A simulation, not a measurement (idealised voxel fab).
process module | voxel capacitor over wiring
cross-section cut | 240 nm wide | cells 5 nm
A cross-section is a grid of square cells, given in bands from the top down. A band is one or more rows of cells.
Each band's line starts with the height of the band's top and of its bottom, in nm. Then come its materials from left to right, each with its width in nm. One material with "throughout" fills the band from edge to edge. "air" is empty space.
Height 0 is the level under which the wafer as received is all one material. The lowest band goes on downwards, as in "0 down".
A width such as "30 to 40" changes by the same amount from each row of cells to the next, from the band's top row to its bottom row.
"no change" after a step means that no cell of the cross-section changed.
closed voids: empty space of 8 cells or more with no open way to the top, each as width x height at its distance from the left edge, in nm
after a step's settings: what the simulator itself notes on the step
overlay nm, on a step with a mask: how far to the right of its planned place the mask lay; to the left if negative
plan
1 op RECEIVE | material Si
2 op CONFORMAL_DEP | material SiO2 | thk nm 10
3 op DIRECTIONAL_DEP | material TiN | thk nm 5
4 op DIRECTIONAL_DEP | material W | thk nm 15
5 op DIRECTIONAL_DEP | material aC | thk nm 15
6 op PATTERN | tone cover | mask id METAL_1 | material resist | width nm 20 | pitch nm 70 | thk nm 35 | overlay nm 0
7 op DIRECTIONAL_ETCH | etch materials aC | depth nm 15
8 op STRIP | etch materials resist
9 op DIRECTIONAL_ETCH | etch materials W | depth nm 15
10 op DIRECTIONAL_ETCH | etch materials TiN | depth nm 5
11 op STRIP | etch materials aC
12 op FILL_DEP | material lowk | thk nm 5
13 op CMP | height nm 30
14 op CONFORMAL_DEP | material SiCN | thk nm 5
15 op DIRECTIONAL_DEP | material lowk | thk nm 10
16 op DIRECTIONAL_DEP | material aC | thk nm 10
17 op PATTERN | tone open | mask id PLUG_1 | material resist | width nm 15 | thk nm 30 | overlay nm 0
18 op DIRECTIONAL_ETCH | etch materials aC | depth nm 10
19 op STRIP | etch materials resist
20 op DIRECTIONAL_ETCH | etch materials lowk | depth nm 10
21 op DIRECTIONAL_ETCH | etch materials SiCN | depth nm 5
22 op STRIP | etch materials aC
23 op CONFORMAL_DEP | material TiN | thk nm 5
24 op FILL_DEP | material W | thk nm 10
25 op CMP | height nm 45
26 op DIRECTIONAL_DEP | material TiN | thk nm 5
27 op DIRECTIONAL_DEP | material SiN | thk nm 5
28 op DIRECTIONAL_DEP | material TiN | thk nm 10
29 op DIRECTIONAL_DEP | material aC | thk nm 15
30 op PATTERN | tone cover | mask id UPPER_PLATE | material resist | width nm 55 | thk nm 35 | overlay nm 0
31 op DIRECTIONAL_ETCH | etch materials aC | depth nm 15
32 op STRIP | etch materials resist
33 op DIRECTIONAL_ETCH | etch materials TiN | depth nm 10
34 op DIRECTIONAL_ETCH | etch materials SiN | depth nm 5
35 op STRIP | etch materials aC
36 op PATTERN | tone cover | mask id LOWER_PLATE | material resist | width nm 65 | thk nm 15 | overlay nm 0
37 op DIRECTIONAL_ETCH | etch materials TiN | depth nm 5
38 op STRIP | etch materials resist
39 op FILL_DEP | material SiO2 | thk nm 15
40 op CMP | height nm 75
41 op PATTERN | tone open | mask id PLUG_2 | material resist | width nm 15 | thk nm 20 | overlay nm 0
42 op DIRECTIONAL_ETCH | etch materials SiO2 | depth nm 10
43 op STRIP | etch materials resist
44 op CONFORMAL_DEP | material TiN | thk nm 5
45 op FILL_DEP | material Ru | thk nm 5
46 op CMP | height nm 75
47 op CONFORMAL_DEP | material SiCN | thk nm 5
as received, after step 1
  0 down: Si throughout
  closed voids: none
a wafer at the end: this start, this plan, one mistake
  80 to 75: SiCN throughout
  75 to 70: SiO2 90 | TiN 5 | Ru 5 | TiN 5 | SiO2 135
  70 to 65: SiO2 90 | TiN 15 | SiO2 135
  65 to 55: SiO2 80 | TiN 60 | SiO2 100
  55 to 50: SiO2 80 | SiN 60 | SiO2 100
  50 to 45: SiO2 75 | TiN 65 | SiO2 100
  45 to 35: lowk 80 | TiN 5 | W 5 | TiN 5 | lowk 145
  35 to 30: SiCN 80 | TiN 15 | SiCN 145
  30 to 15: lowk 75 | W 20 | lowk 50 | W 20 | lowk 75
  15 to 10: lowk 75 | TiN 20 | lowk 50 | TiN 20 | lowk 75
  10 to 0: SiO2 throughout
  0 down: Si throughout
  closed voids: none
what went wrong: step 30 ran as: op PATTERN | tone cover | mask id UPPER_PLATE | material resist | width nm 60 | thk nm 35 | overlay nm 0
